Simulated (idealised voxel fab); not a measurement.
process module | voxel quadruple lines
cross-section cut | 280 nm wide | cells 5 nm
A cross-section is a grid of square cells, given in bands from the top down. A band is one or more rows of cells.
Each band's line starts with the height of the band's top and of its bottom, in nm. Then come its materials from left to right, each with its width in nm. One material with "throughout" fills the band from edge to edge. "air" is empty space.
Height 0 is the level under which the wafer as received is all one material. The lowest band goes on downwards, as in "0 down".
A width such as "30 to 40" changes by the same amount from each row of cells to the next, from the band's top row to its bottom row.
"no change" after a step means that no cell of the cross-section changed.
closed voids: empty space of 8 cells or more with no open way to the top, each as width x height at its distance from the left edge, in nm
after a step's settings: what the simulator itself notes on the step
overlay nm, on a step with a mask: how far to the right of its planned place the mask lay; to the left if negative
plan
1 op RECEIVE | material Si
2 op CONFORMAL_DEP | material SiO2 | thk nm 10
3 op DIRECTIONAL_DEP | material W | thk nm 15
4 op DIRECTIONAL_DEP | material polySi | thk nm 20
5 op DIRECTIONAL_DEP | material aC | thk nm 20
6 op PATTERN | tone cover | mask id MANDREL | material resist | width nm 30 | thk nm 25 | overlay nm 0
7 op DIRECTIONAL_ETCH | etch materials aC | depth nm 20
8 op STRIP | etch materials resist
9 op CONFORMAL_DEP | material SiO2 | thk nm 10
10 op DIRECTIONAL_ETCH | etch materials SiO2 | depth nm 10
11 op STRIP | etch materials aC
12 op DIRECTIONAL_ETCH | etch materials polySi | depth nm 20
13 op STRIP | etch materials SiO2
14 op CONFORMAL_DEP | material SiN | thk nm 10
15 op DIRECTIONAL_ETCH | etch materials SiN | depth nm 10
16 op STRIP | etch materials polySi
17 op DIRECTIONAL_ETCH | etch materials W | depth nm 15
18 op STRIP | etch materials SiN
as received, after step 1
  0 down: Si throughout
  closed voids: none
first wafer at the end, as planned
  25 to 10: air 105 | W 10 | air 10 | W 10 | air 10 | W 10 | air 10 | W 10 | air 105
  10 to 0: SiO2 throughout
  0 down: Si throughout
  closed voids: none
second wafer at the end: like start, like plan, one mistake
  25 to 10: air 115 | W 10 | air 10 | W 10 | air 10 | W 10 | air 115
  10 to 0: SiO2 throughout
  0 down: Si throughout
  closed voids: none
what went wrong: step 6 ran as: op PATTERN | tone open | mask id MANDREL | material resist | width nm 30 | thk nm 25 | overlay nm 0
at the end the second wafer has, in cells: 6 fewer of W
